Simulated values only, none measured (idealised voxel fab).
A process module follows: voxel gate over fins.
Section shown: cut. Width: 145 nm. Cell size: 5 nm, square.
We lay out every cross-section as a grid of square cells and spell it out in bands from the top down, where one band means one or more rows of cells.
Band: top and bottom heights (nm) first, top before bottom; then materials from left to right, widths in nm. "all across" marks a sole material filling the band edge to edge. "empty" denotes empty space.
Height reference: 0 = level under which incoming wafer is all one material. Lowest band: no bottom, runs on downward, e.g. "z 0 and below".
The notation "30..40" denotes a width that varies across the rows of cells in the band, beginning at the first number in the top row, finishing at the second number in the bottom row, and changing by an identical amount from each row to the next.
The cross-section has no changed cell in any step marked "nothing got changed".
The entry "Enclosed cavities" lists the empty spaces that cover at least 8 cells and have no open path to the top. Each is written as width x height at distance, where the distance is measured from the left edge and all three values are in nm.
Anything after a step's settings on that line? It's the simulator's own note about the step.
You can add "overlay nm" to a step's line. For a step with a mask, it describes how far the mask lay to the right of its planned position, and a negative number describes a lay to the left.
## Process steps - plan
1 RECEIVE with material Si
2 CONFORMAL_DEP with material SiN, thk nm 5
3 PATTERN with tone cover, mask id FINS, material resist, width nm 15, pitch nm 50, thk nm 15, overlay nm 0
4 DIRECTIONAL_ETCH with etch materials SiN, depth nm 5
5 DIRECTIONAL_ETCH with etch materials Si, depth nm 40
6 STRIP with etch materials resist
7 FILL_DEP with material SiO2, thk nm 15
8 CMP with height nm 5
9 PATTERN with tone open, mask id RAIL, material resist, width nm 15, thk nm 15, overlay nm -15
10 DIRECTIONAL_ETCH with etch materials SiO2, depth nm 40
11 STRIP with etch materials resist
12 CONFORMAL_DEP with material TiN, thk nm 5
13 FILL_DEP with material Ru, thk nm 5
14 CMP with height nm 5
15 SELECTIVE_ETCH with etch materials W Ru TiN, depth nm 20
16 FILL_DEP with material SiO2, thk nm 5
17 CMP with height nm 5
18 SELECTIVE_ETCH with etch materials SiO2, depth nm 15
19 STRIP with etch materials SiN
20 CONFORMAL_DEP with material HfO2, thk nm 5
21 CONFORMAL_DEP with material TiN, thk nm 5
22 CONFORMAL_DEP with material TiAl, thk nm 5
23 CONFORMAL_DEP with material TiN, thk nm 5
24 FILL_DEP with material W, thk nm 15
25 CMP with height nm 30
26 CONFORMAL_DEP with material SiN, thk nm 10
Among the wafers covered here, the point of difference is the overlay nm at step 9; their starting state is shared, and the plan presents the value of the first wafer.
## The as-received cross-section of the first of several wafers corresponds to the state after step 1
> z 0 and below: Si all across
> Enclosed cavities: none
## Once step 26, the last step, is complete, the module is at its end; this is the cross-section of the first of several wafers
> z 40 to 30: SiN all across
> z 30 to 20: W all across
> z 20 to 15: TiN all across
> z 15 to 10: 45 TiAl; 5 TiN; 45 TiAl; 5 TiN; 45 TiAl
> z 10 to 5: 5 TiAl; 35 TiN; 5 TiAl; 5 TiN; 5 TiAl; 35 TiN; 5 TiAl; 5 TiN; 5 TiAl; 35 TiN; 5 TiAl
> z 5 to 0: 5 TiAl; 5 TiN; 25 HfO2; 5 TiN; 15 TiAl; 5 TiN; 25 HfO2; 5 TiN; 15 TiAl; 5 TiN; 25 HfO2; 5 TiN; 5 TiAl
> z 0 to -5: 10 TiN; 5 HfO2; 15 Si; 5 HfO2; 25 TiN; 5 HfO2; 15 Si; 5 HfO2; 25 TiN; 5 HfO2; 15 Si; 5 HfO2; 10 TiN
> z -5 to -10: 15 HfO2; 15 Si; 35 HfO2; 15 Si; 35 HfO2; 15 Si; 15 HfO2
> z -10 to -15: 15 SiO2; 15 Si; 35 SiO2; 15 Si; 35 SiO2; 15 Si; 15 SiO2
> z -15 to -35: 15 SiO2; 15 Si; 10 TiN; 25 SiO2; 15 Si; 35 SiO2; 15 Si; 15 SiO2
> z -35 to -40: 15 SiO2; 15 Si; 35 SiO2; 15 Si; 35 SiO2; 15 Si; 15 SiO2
> z -40 and below: Si all across
> Enclosed cavities: none
## Cross-section, module end, final of several wafers
> z 40 to 30: SiN all across
> z 30 to 20: W all across
> z 20 to 15: TiN all across
> z 15 to 10: 45 TiAl; 5 TiN; 45 TiAl; 5 TiN; 45 TiAl
> z 10 to 5: 5 TiAl; 35 TiN; 5 TiAl; 5 TiN; 5 TiAl; 35 TiN; 5 TiAl; 5 TiN; 5 TiAl; 35 TiN; 5 TiAl
> z 5 to 0: 5 TiAl; 5 TiN; 25 HfO2; 5 TiN; 15 TiAl; 5 TiN; 25 HfO2; 5 TiN; 15 TiAl; 5 TiN; 25 HfO2; 5 TiN; 5 TiAl
> z 0 to -5: 10 TiN; 5 HfO2; 15 Si; 5 HfO2; 25 TiN; 5 HfO2; 15 Si; 5 HfO2; 25 TiN; 5 HfO2; 15 Si; 5 HfO2; 10 TiN
> z -5 to -10: 15 HfO2; 15 Si; 35 HfO2; 15 Si; 35 HfO2; 15 Si; 15 HfO2
> z -10 to -15: 15 SiO2; 15 Si; 35 SiO2; 15 Si; 35 SiO2; 15 Si; 15 SiO2
> z -15 to -35: 15 SiO2; 15 Si; 25 SiO2; 10 TiN; 15 Si; 35 SiO2; 15 Si; 15 SiO2
> z -35 to -40: 15 SiO2; 15 Si; 35 SiO2; 15 Si; 35 SiO2; 15 Si; 15 SiO2
> z -40 and below: Si all across
> Enclosed cavities: none
## For your reference, the table is organized with a row per wafer; each row reflects the wafer at the end of the module, indicating for each material the cells gained (+) or lost (-) since receipt, and thereafter its closed voids
overlay nm -15, +41 HfO2, -160 Si, +58 SiN, +112 SiO2, +41 TiAl, +82 TiN, +58 W, Enclosed cavities: none
overlay nm -10, +41 HfO2, +3 Ru, -160 Si, +58 SiN, +108 SiO2, +41 TiAl, +83 TiN, +58 W, Enclosed cavities: none
overlay nm -5, +41 HfO2, +3 Ru, -160 Si, +58 SiN, +108 SiO2, +41 TiAl, +83 TiN, +58 W, Enclosed cavities: none
overlay nm 0, +41 HfO2, +3 Ru, -160 Si, +58 SiN, +108 SiO2, +41 TiAl, +83 TiN, +58 W, Enclosed cavities: none
overlay nm 5, +41 HfO2, +3 Ru, -160 Si, +58 SiN, +108 SiO2, +41 TiAl, +83 TiN, +58 W, Enclosed cavities: none
overlay nm 10, +41 HfO2, +3 Ru, -160 Si, +58 SiN, +108 SiO2, +41 TiAl, +83 TiN, +58 W, Enclosed cavities: none
overlay nm 15, +41 HfO2, -160 Si, +58 SiN, +112 SiO2, +41 TiAl, +82 TiN, +58 W, Enclosed cavities: none
